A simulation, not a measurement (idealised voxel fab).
process module | voxel gate over fins
cross-section cut | 245 nm wide | cells 5 nm
A cross-section is a grid of square cells, given in bands from the top down. A band is one or more rows of cells.
Each band's line starts with the height of the band's top and of its bottom, in nm. Then come its materials from left to right, each with its width in nm. One material with "throughout" fills the band from edge to edge. "air" is empty space.
Height 0 is the level under which the wafer as received is all one material. The lowest band goes on downwards, as in "0 down".
A width such as "30 to 40" changes by the same amount from each row of cells to the next, from the band's top row to its bottom row.
"no change" after a step means that no cell of the cross-section changed.
closed voids: empty space of 8 cells or more with no open way to the top, each as width x height at its distance from the left edge, in nm
after a step's settings: what the simulator itself notes on the step
overlay nm, on a step with a mask: how far to the right of its planned place the mask lay; to the left if negative
plan
1 op RECEIVE | material Si
2 op CONFORMAL_DEP | material SiN | thk nm 5
3 op PATTERN | tone cover | mask id FINS | material resist | width nm 15 | pitch nm 35 | thk nm 15 | overlay nm 0
4 op DIRECTIONAL_ETCH | etch materials SiN | depth nm 5
5 op DIRECTIONAL_ETCH | etch materials Si | depth nm 40
6 op STRIP | etch materials resist
7 op FILL_DEP | material SiO2 | thk nm 10
8 op CMP | height nm 5
9 op SELECTIVE_ETCH | etch materials SiO2 | depth nm 15
10 op STRIP | etch materials SiN
11 op CONFORMAL_DEP | material HfO2 | thk nm 5
12 op CONFORMAL_DEP | material TiN | thk nm 5
13 op FILL_DEP | material W | thk nm 15
14 op CMP | height nm 20
15 op CONFORMAL_DEP | material SiCN | thk nm 5
first wafer, as planned
as received, after step 1
  0 down: Si throughout
  closed voids: none
after step 2
  5 to 0: SiN throughout
  below 0: unchanged
after step 3
  20 to 5: air 60 | resist 15 | air 20 | resist 15 | air 20 | resist 15 | air 20 | resist 15 | air 65
  below 5: unchanged
after step 4
  20 to 5: air 60 | resist 15 | air 20 | resist 15 | air 20 | resist 15 | air 20 | resist 15 | air 65
  5 to 0: air 60 | SiN 15 | air 20 | SiN 15 | air 20 | SiN 15 | air 20 | SiN 15 | air 65
  below 0: unchanged
after step 5
  20 to 5: air 60 | resist 15 | air 20 | resist 15 | air 20 | resist 15 | air 20 | resist 15 | air 65
  5 to 0: air 60 | SiN 15 | air 20 | SiN 15 | air 20 | SiN 15 | air 20 | SiN 15 | air 65
  0 to -40: air 60 | Si 15 | air 20 | Si 15 | air 20 | Si 15 | air 20 | Si 15 | air 65
  below -40: unchanged
after step 6
  5 to 0: air 60 | SiN 15 | air 20 | SiN 15 | air 20 | SiN 15 | air 20 | SiN 15 | air 65
  below 0: unchanged
after step 7
  15 to 5: SiO2 throughout
  5 to 0: SiO2 60 | SiN 15 | SiO2 20 | SiN 15 | SiO2 20 | SiN 15 | SiO2 20 | SiN 15 | SiO2 65
  0 to -40: SiO2 60 | Si 15 | SiO2 20 | Si 15 | SiO2 20 | Si 15 | SiO2 20 | Si 15 | SiO2 65
  below -40: unchanged
after step 8
  5 to 0: SiO2 60 | SiN 15 | SiO2 20 | SiN 15 | SiO2 20 | SiN 15 | SiO2 20 | SiN 15 | SiO2 65
  below 0: unchanged
after step 9
  5 to 0: air 60 | SiN 15 | air 20 | SiN 15 | air 20 | SiN 15 | air 20 | SiN 15 | air 65
  0 to -10: air 60 | Si 15 | air 20 | Si 15 | air 20 | Si 15 | air 20 | Si 15 | air 65
  below -10: unchanged
after step 10
  0 to -10: air 60 | Si 15 | air 20 | Si 15 | air 20 | Si 15 | air 20 | Si 15 | air 65
  below -10: unchanged
after step 11
  5 to 0: air 55 | HfO2 25 | air 10 | HfO2 25 | air 10 | HfO2 25 | air 10 | HfO2 25 | air 60
  0 to -5: air 55 | HfO2 5 | Si 15 | HfO2 5 | air 10 | HfO2 5 | Si 15 | HfO2 5 | air 10 | HfO2 5 | Si 15 | HfO2 5 | air 10 | HfO2 5 | Si 15 | HfO2 5 | air 60
  -5 to -10: HfO2 60 | Si 15 | HfO2 20 | Si 15 | HfO2 20 | Si 15 | HfO2 20 | Si 15 | HfO2 65
  below -10: unchanged
after step 12
  10 to 5: air 50 | TiN 140 | air 55
  5 to 0: air 50 | TiN 5 | HfO2 25 | TiN 10 | HfO2 25 | TiN 10 | HfO2 25 | TiN 10 | HfO2 25 | TiN 5 | air 55
  0 to -5: TiN 55 | HfO2 5 | Si 15 | HfO2 5 | TiN 10 | HfO2 5 | Si 15 | HfO2 5 | TiN 10 | HfO2 5 | Si 15 | HfO2 5 | TiN 10 | HfO2 5 | Si 15 | HfO2 5 | TiN 60
  below -5: unchanged
after step 13
  25 to 10: W throughout
  10 to 5: W 50 | TiN 140 | W 55
  5 to 0: W 50 | TiN 5 | HfO2 25 | TiN 10 | HfO2 25 | TiN 10 | HfO2 25 | TiN 10 | HfO2 25 | TiN 5 | W 55
  below 0: unchanged
after step 14
  20 to 10: W throughout
  below 10: unchanged
after step 15
  25 to 20: SiCN throughout
  below 20: unchanged
second wafer: like start, like plan, one mistake. Through step 2 it matches the first wafer
when step 3 should have ended
  20 to 5: air 60 | resist 20 | air 15 | resist 20 | air 15 | resist 20 | air 15 | resist 20 | air 60
  below 5: unchanged
when step 4 should have ended
  20 to 5: air 60 | resist 20 | air 15 | resist 20 | air 15 | resist 20 | air 15 | resist 20 | air 60
  5 to 0: air 60 | SiN 20 | air 15 | SiN 20 | air 15 | SiN 20 | air 15 | SiN 20 | air 60
  below 0: unchanged
when step 5 should have ended
  20 to 5: air 60 | resist 20 | air 15 | resist 20 | air 15 | resist 20 | air 15 | resist 20 | air 60
  5 to 0: air 60 | SiN 20 | air 15 | SiN 20 | air 15 | SiN 20 | air 15 | SiN 20 | air 60
  0 to -40: air 60 | Si 20 | air 15 | Si 20 | air 15 | Si 20 | air 15 | Si 20 | air 60
  below -40: unchanged
when step 6 should have ended
  5 to 0: air 60 | SiN 20 | air 15 | SiN 20 | air 15 | SiN 20 | air 15 | SiN 20 | air 60
  below 0: unchanged
when step 7 should have ended
  15 to 5: SiO2 throughout
  5 to 0: SiO2 60 | SiN 20 | SiO2 15 | SiN 20 | SiO2 15 | SiN 20 | SiO2 15 | SiN 20 | SiO2 60
  0 to -40: SiO2 60 | Si 20 | SiO2 15 | Si 20 | SiO2 15 | Si 20 | SiO2 15 | Si 20 | SiO2 60
  below -40: unchanged
when step 8 should have ended
  5 to 0: SiO2 60 | SiN 20 | SiO2 15 | SiN 20 | SiO2 15 | SiN 20 | SiO2 15 | SiN 20 | SiO2 60
  below 0: unchanged
when step 9 should have ended
  5 to 0: air 60 | SiN 20 | air 15 | SiN 20 | air 15 | SiN 20 | air 15 | SiN 20 | air 60
  0 to -10: air 60 | Si 20 | air 15 | Si 20 | air 15 | Si 20 | air 15 | Si 20 | air 60
  below -10: unchanged
when step 10 should have ended
  0 to -10: air 60 | Si 20 | air 15 | Si 20 | air 15 | Si 20 | air 15 | Si 20 | air 60
  below -10: unchanged
when step 11 should have ended
  5 to 0: air 55 | HfO2 30 | air 5 | HfO2 30 | air 5 | HfO2 30 | air 5 | HfO2 30 | air 55
  0 to -5: air 55 | HfO2 5 | Si 20 | HfO2 5 | air 5 | HfO2 5 | Si 20 | HfO2 5 | air 5 | HfO2 5 | Si 20 | HfO2 5 | air 5 | HfO2 5 | Si 20 | HfO2 5 | air 55
  -5 to -10: HfO2 60 | Si 20 | HfO2 15 | Si 20 | HfO2 15 | Si 20 | HfO2 15 | Si 20 | HfO2 60
  below -10: unchanged
when step 12 should have ended
  10 to 5: air 50 | TiN 145 | air 50
  5 to 0: air 50 | TiN 5 | HfO2 30 | TiN 5 | HfO2 30 | TiN 5 | HfO2 30 | TiN 5 | HfO2 30 | TiN 5 | air 50
  0 to -5: TiN 55 | HfO2 5 | Si 20 | HfO2 5 | TiN 5 | HfO2 5 | Si 20 | HfO2 5 | TiN 5 | HfO2 5 | Si 20 | HfO2 5 | TiN 5 | HfO2 5 | Si 20 | HfO2 5 | TiN 55
  below -5: unchanged
when step 13 should have ended
  25 to 10: W throughout
  10 to 5: W 50 | TiN 145 | W 50
  5 to 0: W 50 | TiN 5 | HfO2 30 | TiN 5 | HfO2 30 | TiN 5 | HfO2 30 | TiN 5 | HfO2 30 | TiN 5 | W 50
  below 0: unchanged
when step 14 should have ended
  20 to 10: W throughout
  below 10: unchanged
when step 15 should have ended
  25 to 20: SiCN throughout
  below 20: unchanged
what went wrong: step 3 ran as: op PATTERN | tone cover | mask id FINS | material resist | width nm 20 | pitch nm 35 | thk nm 15 | overlay nm 0
at the end the second wafer has, in cells: 32 more of Si | 24 fewer of SiO2 | 6 fewer of TiN | 2 fewer of W
